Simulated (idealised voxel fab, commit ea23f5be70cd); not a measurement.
process module | voxel tone inversion
cross-section cut | 230 nm wide | cells 5 nm
A cross-section is a grid of square cells, given in bands from the top down. A band is one or more rows of cells.
Each band's line starts with the height of the band's top and of its bottom, in nm. Then come its materials from left to right, each with its width in nm. One material with "throughout" fills the band from edge to edge. "air" is empty space.
Height 0 is the level under which the wafer as received is all one material. The lowest band goes on downwards, as in "0 down".
A width such as "30 to 40" changes by the same amount from each row of cells to the next, from the band's top row to its bottom row.
"no change" after a step means that no cell of the cross-section changed.
closed voids: empty space of 8 cells or more with no open way to the top, each as width x height at its distance from the left edge, in nm
after a step's settings: what the simulator itself notes on the step
overlay nm, on a step with a mask: how far to the right of its planned place the mask lay; to the left if negative
plan
1 op RECEIVE | material Si
2 op CONFORMAL_DEP | material SiCN | thk nm 10
3 op DIRECTIONAL_DEP | material aC | thk nm 25
4 op PATTERN | tone cover | mask id POSTS | material resist | width nm 20 | pitch nm 35 | thk nm 30 | overlay nm 0
5 op DIRECTIONAL_ETCH | etch materials aC | depth nm 25
6 op STRIP | etch materials resist
7 op FILL_DEP | material SiO2 | thk nm 10
8 op CMP | height nm 35
9 op STRIP | etch materials aC
first wafer, as planned
as received, after step 1
  0 down: Si throughout
  closed voids: none
after step 2
  10 to 0: SiCN throughout
  below 0: unchanged
after step 3
  35 to 10: aC throughout
  below 10: unchanged
after step 4
  65 to 35: air 70 | resist 20 | air 15 | resist 20 | air 15 | resist 20 | air 70
  below 35: unchanged
after step 5
  40 to 35: air 70 | resist 20 | air 15 | resist 20 | air 15 | resist 20 | air 70
  35 to 10: air 70 | aC 20 | air 15 | aC 20 | air 15 | aC 20 | air 70
  below 10: unchanged
after step 6
  35 to 10: air 70 | aC 20 | air 15 | aC 20 | air 15 | aC 20 | air 70
  below 10: unchanged
after step 7
  45 to 35: SiO2 throughout
  35 to 10: SiO2 70 | aC 20 | SiO2 15 | aC 20 | SiO2 15 | aC 20 | SiO2 70
  below 10: unchanged
after step 8
  35 to 10: SiO2 70 | aC 20 | SiO2 15 | aC 20 | SiO2 15 | aC 20 | SiO2 70
  below 10: unchanged
after step 9
  35 to 10: SiO2 70 | air 20 | SiO2 15 | air 20 | SiO2 15 | air 20 | SiO2 70
  below 10: unchanged
second wafer: like start, like plan, one mistake. Through step 3 it matches the first wafer
when step 4 should have ended
  65 to 35: resist 70 | air 20 | resist 15 | air 20 | resist 15 | air 20 | resist 70
  below 35: unchanged
when step 5 should have ended
  40 to 35: resist 70 | air 20 | resist 15 | air 20 | resist 15 | air 20 | resist 70
  35 to 10: aC 70 | air 20 | aC 15 | air 20 | aC 15 | air 20 | aC 70
  below 10: unchanged
when step 6 should have ended
  35 to 10: aC 70 | air 20 | aC 15 | air 20 | aC 15 | air 20 | aC 70
  below 10: unchanged
when step 7 should have ended
  45 to 35: SiO2 throughout
  35 to 10: aC 70 | SiO2 20 | aC 15 | SiO2 20 | aC 15 | SiO2 20 | aC 70
  below 10: unchanged
when step 8 should have ended
  35 to 10: aC 70 | SiO2 20 | aC 15 | SiO2 20 | aC 15 | SiO2 20 | aC 70
  below 10: unchanged
when step 9 should have ended
  35 to 10: air 70 | SiO2 20 | air 15 | SiO2 20 | air 15 | SiO2 20 | air 70
  below 10: unchanged
what went wrong: step 4 ran as: op PATTERN | tone open | mask id POSTS | material resist | width nm 20 | pitch nm 35 | thk nm 30 | overlay nm 0
at the end the second wafer has, in cells: 110 fewer of SiO2
